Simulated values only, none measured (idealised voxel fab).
Module name: voxel gate over fins (process module)
The cross-section on display is named cut; it measures 230 nm wide, and its cells are 5 nm squares.
The cross-sections in this document take the form of a grid made of square cells. They are written out as bands, in order from top to bottom. Each band consists of one or more rows of cells. What a band's entry tells you: where the top is and where the bottom is, as heights in nm, and after that what lies inside, material by material from left to right, each with its width in nm. Empty space is written as the word "blank", and a single material marked with the word "edge to edge" occupies the band from edge to edge. Heights from 0 (as-received wafer is one material below). Bottom band endless downward, as "0 down". Quick explanation for "30..40": the width changes in equal steps down the rows of cells, from the first number in the band's top row to the second number in its bottom row. "same as before" means the step left every cell of the cross-section as it was. The entry titled "Enclosed internal voids" provides the empty spaces that have no open way to the top, restricted to those of 8 cells or more. Each is presented as width x height at distance, the distance being measured from the left edge, with all three in nm. Read whatever lies past the settings on a step's line as the simulator's own remark about the step. For masked steps, "overlay nm" on the step line gives how far right of plan the mask actually lay; a minus sign means it lay to the left.

The steps planned for the process are as follows
1,RECEIVE, material Si
2,CONFORMAL_DEP, material SiN, thk nm 10
3,MASKED_ETCH, tone cover, mask id FINS, width nm 15, pitch nm 50, etch materials SiN, depth nm 10, overlay nm 0
4,MASKED_ETCH, tone cover, mask id FINS, width nm 15, pitch nm 50, etch materials Si, depth nm 35, overlay nm 0
5,FILL_DEP, material SiO2, thk nm 5
6,CMP, height nm 10
7,MASKED_ETCH, tone open, mask id RAIL, width nm 15, etch materials SiO2, depth nm 40, overlay nm 0
8,CONFORMAL_DEP, material TiN, thk nm 5
9,FILL_DEP, material Ru, thk nm 10
10,CMP, height nm 10
11,SELECTIVE_ETCH, etch materials W Ru TiN, depth nm 35
12,FILL_DEP, material SiO2, thk nm 5
13,CMP, height nm 10
14,SELECTIVE_ETCH, etch materials SiO2, depth nm 25
15,STRIP, etch materials SiN
16,CONFORMAL_DEP, material HfO2, thk nm 5
17,CONFORMAL_DEP, material TiN, thk nm 5
18,CONFORMAL_DEP, material TiAl, thk nm 5
19,CONFORMAL_DEP, material TiN, thk nm 5
20,FILL_DEP, material W, thk nm 10
21,CMP, height nm 25
22,CONFORMAL_DEP, material SiCN, thk nm 5

Incoming wafer, cross-sectional view, post step 1
	0 down: Si edge to edge
	Enclosed internal voids: none

The plan above was carried out on the starting structure above with one mistake, and this cross-section shows the wafer at the end of the module
	30 to 25: SiCN edge to edge
	25 to 15: 50 nm W, 5 nm TiN, 115 nm TiAl, 5 nm TiN, 55 nm W
	15 to 10: 55 nm TiN, 115 nm TiAl, 60 nm TiN
	10 to 5: 70 nm TiAl, 35 nm TiN, 15 nm TiAl, 35 nm TiN, 75 nm TiAl
	5 to 0: 70 nm TiAl, 5 nm TiN, 25 nm HfO2, 5 nm TiN, 15 nm TiAl, 5 nm TiN, 25 nm HfO2, 5 nm TiN, 75 nm TiAl
	0 to -5: 70 nm TiAl, 5 nm TiN, 5 nm HfO2, 15 nm Si, 5 nm HfO2, 5 nm TiN, 15 nm TiAl, 5 nm TiN, 5 nm HfO2, 15 nm Si, 5 nm HfO2, 5 nm TiN, 75 nm TiAl
	-5 to -10: 75 nm TiN, 5 nm HfO2, 15 nm Si, 5 nm HfO2, 25 nm TiN, 5 nm HfO2, 15 nm Si, 5 nm HfO2, 80 nm TiN
	-10 to -15: 80 nm HfO2, 15 nm Si, 35 nm HfO2, 15 nm Si, 85 nm HfO2
	-15 to -25: 80 nm SiO2, 15 nm Si, 35 nm SiO2, 15 nm Si, 85 nm SiO2
	-25 to -30: 80 nm SiO2, 15 nm Si, 10 nm SiO2, 15 nm TiN, 10 nm SiO2, 15 nm Si, 85 nm SiO2
	-30 to -35: 80 nm SiO2, 15 nm Si, 35 nm SiO2, 15 nm Si, 85 nm SiO2
	-35 down: Si edge to edge
	Enclosed internal voids: none
Deviation noted in wafer processing: not per plan at step 18, really ran CONFORMAL_DEP, material TiAl, thk nm 15
